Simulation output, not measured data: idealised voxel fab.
process module | voxel capacitor over wiring
cross-section cut | 270 nm wide | cells 5 nm
A cross-section is a grid of square cells, given in bands from the top down. A band is one or more rows of cells.
Each band's line starts with the height of the band's top and of its bottom, in nm. Then come its materials from left to right, each with its width in nm. One material with "throughout" fills the band from edge to edge. "air" is empty space.
Height 0 is the level under which the wafer as received is all one material. The lowest band goes on downwards, as in "0 down".
A width such as "30 to 40" changes by the same amount from each row of cells to the next, from the band's top row to its bottom row.
"no change" after a step means that no cell of the cross-section changed.
closed voids: empty space of 8 cells or more with no open way to the top, each as width x height at its distance from the left edge, in nm
after a step's settings: what the simulator itself notes on the step
overlay nm, on a step with a mask: how far to the right of its planned place the mask lay; to the left if negative
plan
1 op RECEIVE | material Si
2 op CONFORMAL_DEP | material SiO2 | thk nm 15
3 op DIRECTIONAL_DEP | material TiN | thk nm 5
4 op DIRECTIONAL_DEP | material Ru | thk nm 25
5 op DIRECTIONAL_DEP | material aC | thk nm 15
6 op PATTERN | tone cover | mask id METAL_1 | material resist | width nm 20 | pitch nm 85 | thk nm 35 | overlay nm 0
7 op DIRECTIONAL_ETCH | etch materials aC | depth nm 15
8 op STRIP | etch materials resist
9 op DIRECTIONAL_ETCH | etch materials Ru | depth nm 25
10 op DIRECTIONAL_ETCH | etch materials TiN | depth nm 5
11 op STRIP | etch materials aC
12 op CONFORMAL_DEP | material SiCN | thk nm 5
13 op FILL_DEP | material lowk | thk nm 5
14 op CMP | height nm 45
15 op CONFORMAL_DEP | material SiCN | thk nm 5
16 op DIRECTIONAL_DEP | material SiO2 | thk nm 15
17 op DIRECTIONAL_DEP | material aC | thk nm 10
18 op PATTERN | tone open | mask id PLUG_1 | material resist | width nm 15 | thk nm 25 | overlay nm 0
19 op DIRECTIONAL_ETCH | etch materials aC | depth nm 10
20 op STRIP | etch materials resist
21 op DIRECTIONAL_ETCH | etch materials SiO2 | depth nm 15
22 op DIRECTIONAL_ETCH | etch materials SiCN | depth nm 5
23 op STRIP | etch materials aC
24 op CONFORMAL_DEP | material TiN | thk nm 5
25 op FILL_DEP | material Ru | thk nm 10
26 op CMP | height nm 65
27 op DIRECTIONAL_DEP | material TiN | thk nm 5
28 op DIRECTIONAL_DEP | material SiN | thk nm 5
29 op DIRECTIONAL_DEP | material TiN | thk nm 5
30 op MASKED_ETCH | tone cover | mask id UPPER_PLATE | width nm 70 | etch materials TiN | depth nm 5 | overlay nm 0
31 op MASKED_ETCH | tone cover | mask id UPPER_PLATE | width nm 70 | etch materials SiN | depth nm 5 | overlay nm 0
32 op PATTERN | tone cover | mask id LOWER_PLATE | material resist | width nm 80 | thk nm 15 | overlay nm 0
33 op DIRECTIONAL_ETCH | etch materials TiN | depth nm 5
34 op STRIP | etch materials resist
35 op FILL_DEP | material SiO2 | thk nm 20
36 op CMP | height nm 95
37 op MASKED_ETCH | tone open | mask id PLUG_2 | width nm 15 | etch materials SiO2 | depth nm 15 | overlay nm 0
38 op CONFORMAL_DEP | material TiN | thk nm 5
39 op FILL_DEP | material Ru | thk nm 5
40 op CMP | height nm 95
41 op CONFORMAL_DEP | material SiN | thk nm 5
first wafer, as planned
as received, after step 1
  0 down: Si throughout
  closed voids: none
after step 2
  15 to 0: SiO2 throughout
  below 0: unchanged
after step 3
  20 to 15: TiN throughout
  below 15: unchanged
after step 4
  45 to 20: Ru throughout
  below 20: unchanged
after step 5
  60 to 45: aC throughout
  below 45: unchanged
after step 6
  95 to 60: air 80 | resist 20 | air 65 | resist 20 | air 85
  below 60: unchanged
after step 7
  80 to 60: air 80 | resist 20 | air 65 | resist 20 | air 85
  60 to 45: air 80 | aC 20 | air 65 | aC 20 | air 85
  below 45: unchanged
after step 8
  60 to 45: air 80 | aC 20 | air 65 | aC 20 | air 85
  below 45: unchanged
after step 9
  60 to 45: air 80 | aC 20 | air 65 | aC 20 | air 85
  45 to 20: air 80 | Ru 20 | air 65 | Ru 20 | air 85
  below 20: unchanged
after step 10
  60 to 45: air 80 | aC 20 | air 65 | aC 20 | air 85
  45 to 20: air 80 | Ru 20 | air 65 | Ru 20 | air 85
  20 to 15: air 80 | TiN 20 | air 65 | TiN 20 | air 85
  below 15: unchanged
after step 11
  45 to 20: air 80 | Ru 20 | air 65 | Ru 20 | air 85
  below 20: unchanged
after step 12
  50 to 45: air 75 | SiCN 30 | air 55 | SiCN 30 | air 80
  45 to 20: air 75 | SiCN 5 | Ru 20 | SiCN 5 | air 55 | SiCN 5 | Ru 20 | SiCN 5 | air 80
  20 to 15: SiCN 80 | TiN 20 | SiCN 65 | TiN 20 | SiCN 85
  below 15: unchanged
after step 13
  55 to 50: lowk throughout
  50 to 45: lowk 75 | SiCN 30 | lowk 55 | SiCN 30 | lowk 80
  45 to 20: lowk 75 | SiCN 5 | Ru 20 | SiCN 5 | lowk 55 | SiCN 5 | Ru 20 | SiCN 5 | lowk 80
  below 20: unchanged
after step 14
  45 to 20: lowk 75 | SiCN 5 | Ru 20 | SiCN 5 | lowk 55 | SiCN 5 | Ru 20 | SiCN 5 | lowk 80
  below 20: unchanged
after step 15
  50 to 45: SiCN throughout
  below 45: unchanged
after step 16
  65 to 50: SiO2 throughout
  below 50: unchanged
after step 17
  75 to 65: aC throughout
  below 65: unchanged
after step 18
  100 to 75: resist 85 | air 15 | resist 170
  below 75: unchanged
after step 19
  90 to 75: resist 85 | air 15 | resist 170
  75 to 65: aC 85 | air 15 | aC 170
  below 65: unchanged
after step 20
  75 to 65: aC 85 | air 15 | aC 170
  below 65: unchanged
after step 21
  75 to 65: aC 85 | air 15 | aC 170
  65 to 50: SiO2 85 | air 15 | SiO2 170
  below 50: unchanged
after step 22
  75 to 65: aC 85 | air 15 | aC 170
  65 to 50: SiO2 85 | air 15 | SiO2 170
  50 to 45: SiCN 85 | air 15 | SiCN 170
  below 45: unchanged
after step 23
  65 to 50: SiO2 85 | air 15 | SiO2 170
  below 50: unchanged
after step 24
  70 to 65: TiN 90 | air 5 | TiN 175
  65 to 50: SiO2 85 | TiN 5 | air 5 | TiN 5 | SiO2 170
  50 to 45: SiCN 85 | TiN 15 | SiCN 170
  below 45: unchanged
after step 25
  80 to 70: Ru throughout
  70 to 65: TiN 90 | Ru 5 | TiN 175
  65 to 50: SiO2 85 | TiN 5 | Ru 5 | TiN 5 | SiO2 170
  below 50: unchanged
after step 26
  65 to 50: SiO2 85 | TiN 5 | Ru 5 | TiN 5 | SiO2 170
  below 50: unchanged
after step 27
  70 to 65: TiN throughout
  below 65: unchanged
after step 28
  75 to 70: SiN throughout
  below 70: unchanged
after step 29
  80 to 75: TiN throughout
  below 75: unchanged
after step 30
  80 to 75: air 85 | TiN 70 | air 115
  below 75: unchanged
after step 31
  80 to 75: air 85 | TiN 70 | air 115
  75 to 70: air 85 | SiN 70 | air 115
  below 70: unchanged
after step 32
  95 to 80: air 80 | resist 80 | air 110
  80 to 75: air 80 | resist 5 | TiN 70 | resist 5 | air 110
  75 to 70: air 80 | resist 5 | SiN 70 | resist 5 | air 110
  below 70: unchanged
after step 33
  95 to 80: air 80 | resist 80 | air 110
  80 to 75: air 80 | resist 5 | TiN 70 | resist 5 | air 110
  75 to 70: air 80 | resist 5 | SiN 70 | resist 5 | air 110
  70 to 65: air 80 | TiN 80 | air 110
  below 65: unchanged
after step 34
  80 to 75: air 85 | TiN 70 | air 115
  75 to 70: air 85 | SiN 70 | air 115
  below 70: unchanged
after step 35
  100 to 80: SiO2 throughout
  80 to 75: SiO2 85 | TiN 70 | SiO2 115
  75 to 70: SiO2 85 | SiN 70 | SiO2 115
  70 to 65: SiO2 80 | TiN 80 | SiO2 110
  below 65: unchanged
after step 36
  95 to 80: SiO2 throughout
  below 80: unchanged
after step 37
  95 to 80: SiO2 95 | air 15 | SiO2 160
  below 80: unchanged
after step 38
  100 to 95: TiN 100 | air 5 | TiN 165
  95 to 85: SiO2 95 | TiN 5 | air 5 | TiN 5 | SiO2 160
  85 to 75: SiO2 95 to 85 | TiN 15 to 70 | SiO2 160 to 115
  below 75: unchanged
after step 39
  105 to 100: Ru throughout
  100 to 95: TiN 100 | Ru 5 | TiN 165
  95 to 85: SiO2 95 | TiN 5 | Ru 5 | TiN 5 | SiO2 160
  below 85: unchanged
after step 40
  95 to 85: SiO2 95 | TiN 5 | Ru 5 | TiN 5 | SiO2 160
  below 85: unchanged
after step 41
  100 to 95: SiN throughout
  below 95: unchanged
second wafer: like start, like plan, one mistake. Through step 37 it matches the first wafer
when step 38 should have ended
  100 to 95: aC 100 | air 5 | aC 165
  95 to 85: SiO2 95 | aC 5 | air 5 | aC 5 | SiO2 160
  85 to 80: SiO2 95 | aC 15 | SiO2 160
  below 80: unchanged
when step 39 should have ended
  105 to 100: Ru throughout
  100 to 95: aC 100 | Ru 5 | aC 165
  95 to 85: SiO2 95 | aC 5 | Ru 5 | aC 5 | SiO2 160
  below 85: unchanged
when step 40 should have ended
  95 to 85: SiO2 95 | aC 5 | Ru 5 | aC 5 | SiO2 160
  below 85: unchanged
when step 41 should have ended
  100 to 95: SiN throughout
  below 95: unchanged
what went wrong: step 38 ran as: op CONFORMAL_DEP | material aC | thk nm 5
at the end the second wafer has, in cells: 7 fewer of TiN | 7 more of aC
